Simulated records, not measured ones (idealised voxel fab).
process module | voxel capacitor over wiring
cross-section cut | 300 nm wide | cells 5 nm
A cross-section is a grid of square cells, given in bands from the top down. A band is one or more rows of cells.
Each band's line starts with the height of the band's top and of its bottom, in nm. Then come its materials from left to right, each with its width in nm. One material with "throughout" fills the band from edge to edge. "air" is empty space.
Height 0 is the level under which the wafer as received is all one material. The lowest band goes on downwards, as in "0 down".
A width such as "30 to 40" changes by the same amount from each row of cells to the next, from the band's top row to its bottom row.
"no change" after a step means that no cell of the cross-section changed.
closed voids: empty space of 8 cells or more with no open way to the top, each as width x height at its distance from the left edge, in nm
after a step's settings: what the simulator itself notes on the step
overlay nm, on a step with a mask: how far to the right of its planned place the mask lay; to the left if negative
plan
1 op RECEIVE | material Si
2 op CONFORMAL_DEP | material SiO2 | thk nm 15
3 op DIRECTIONAL_DEP | material TiN | thk nm 5
4 op DIRECTIONAL_DEP | material W | thk nm 25
5 op PATTERN | tone cover | mask id METAL_1 | material resist | width nm 20 | pitch nm 85 | thk nm 20 | overlay nm 0
6 op DIRECTIONAL_ETCH | etch materials W | depth nm 25
7 op DIRECTIONAL_ETCH | etch materials TiN | depth nm 5
8 op STRIP | etch materials resist
9 op CONFORMAL_DEP | material SiN | thk nm 5
10 op FILL_DEP | material lowk | thk nm 10
11 op CMP | height nm 45
12 op CONFORMAL_DEP | material SiCN | thk nm 5
13 op DIRECTIONAL_DEP | material lowk | thk nm 15
14 op DIRECTIONAL_DEP | material aC | thk nm 10
15 op PATTERN | tone open | mask id PLUG_1 | material resist | width nm 15 | thk nm 30 | overlay nm 0
16 op DIRECTIONAL_ETCH | etch materials aC | depth nm 10
17 op STRIP | etch materials resist
18 op DIRECTIONAL_ETCH | etch materials lowk | depth nm 15
19 op DIRECTIONAL_ETCH | etch materials SiCN | depth nm 5
20 op STRIP | etch materials aC
21 op EPI | material Ru | thk nm 10
22 op EPI | material Ru | thk nm 10
23 op DIRECTIONAL_DEP | material TiN | thk nm 5
24 op DIRECTIONAL_DEP | material Al2O3 | thk nm 5
25 op DIRECTIONAL_DEP | material TiN | thk nm 10
26 op MASKED_ETCH | tone cover | mask id UPPER_PLATE | width nm 70 | etch materials TiN | depth nm 10 | overlay nm 0
27 op MASKED_ETCH | tone cover | mask id UPPER_PLATE | width nm 70 | etch materials Al2O3 | depth nm 5 | overlay nm 0
28 op DIRECTIONAL_DEP | material aC | thk nm 15
29 op PATTERN | tone cover | mask id LOWER_PLATE | material resist | width nm 80 | thk nm 30 | overlay nm 0
30 op DIRECTIONAL_ETCH | etch materials aC | depth nm 15
31 op STRIP | etch materials resist
32 op DIRECTIONAL_ETCH | etch materials TiN | depth nm 5
33 op STRIP | etch materials aC
34 op FILL_DEP | material SiO2 | thk nm 20
35 op CMP | height nm 100
36 op MASKED_ETCH | tone open | mask id PLUG_2 | width nm 15 | etch materials SiO2 | depth nm 15 | overlay nm 0
37 op CONFORMAL_DEP | material TiN | thk nm 5
38 op FILL_DEP | material Ru | thk nm 10
39 op CMP | height nm 100
40 op CONFORMAL_DEP | material SiN | thk nm 5
as received, after step 1
  0 down: Si throughout
  closed voids: none
first wafer at the end, as planned
  105 to 100: SiN throughout
  100 to 90: SiO2 110 | TiN 5 | Ru 5 | TiN 5 | SiO2 175
  90 to 85: SiO2 110 | TiN 15 | SiO2 175
  85 to 75: SiO2 100 | TiN 70 | SiO2 130
  75 to 70: SiO2 100 | Al2O3 70 | SiO2 130
  70 to 65: SiO2 95 | TiN 80 | SiO2 125
  65 to 50: lowk 100 | Ru 15 | lowk 185
  50 to 45: SiCN 100 | Ru 15 | SiCN 185
  45 to 20: lowk 90 | SiN 5 | W 20 | SiN 5 | lowk 55 | SiN 5 | W 20 | SiN 5 | lowk 95
  20 to 15: SiN 95 | TiN 20 | SiN 65 | TiN 20 | SiN 100
  15 to 0: SiO2 throughout
  0 down: Si throughout
  closed voids: none
second wafer at the end: like start, like plan, one mistake
  105 to 100: SiN throughout
  100 to 90: SiO2 110 | TiN 5 | Ru 5 | TiN 5 | SiO2 175
  90 to 85: SiO2 110 | TiN 15 | SiO2 175
  85 to 75: SiO2 100 | TiN 70 | SiO2 130
  75 to 70: SiO2 100 | Al2O3 70 | SiO2 130
  70 to 65: SiO2 95 | TiN 80 | SiO2 125
  65 to 50: lowk 100 | Ru 15 | lowk 185
  50 to 45: SiCN 100 | Ru 15 | SiCN 185
  45 to 20: lowk 90 | SiN 5 | W 25 | SiN 5 | lowk 50 | SiN 5 | W 25 | SiN 5 | lowk 90
  20 to 15: SiN 95 | TiN 25 | SiN 60 | TiN 25 | SiN 95
  15 to 0: SiO2 throughout
  0 down: Si throughout
  closed voids: none
what went wrong: step 5 ran as: op PATTERN | tone cover | mask id METAL_1 | material resist | width nm 25 | pitch nm 85 | thk nm 20 | overlay nm 0
at the end the second wafer has, in cells: 2 fewer of SiN | 2 more of TiN | 10 more of W | 10 fewer of lowk
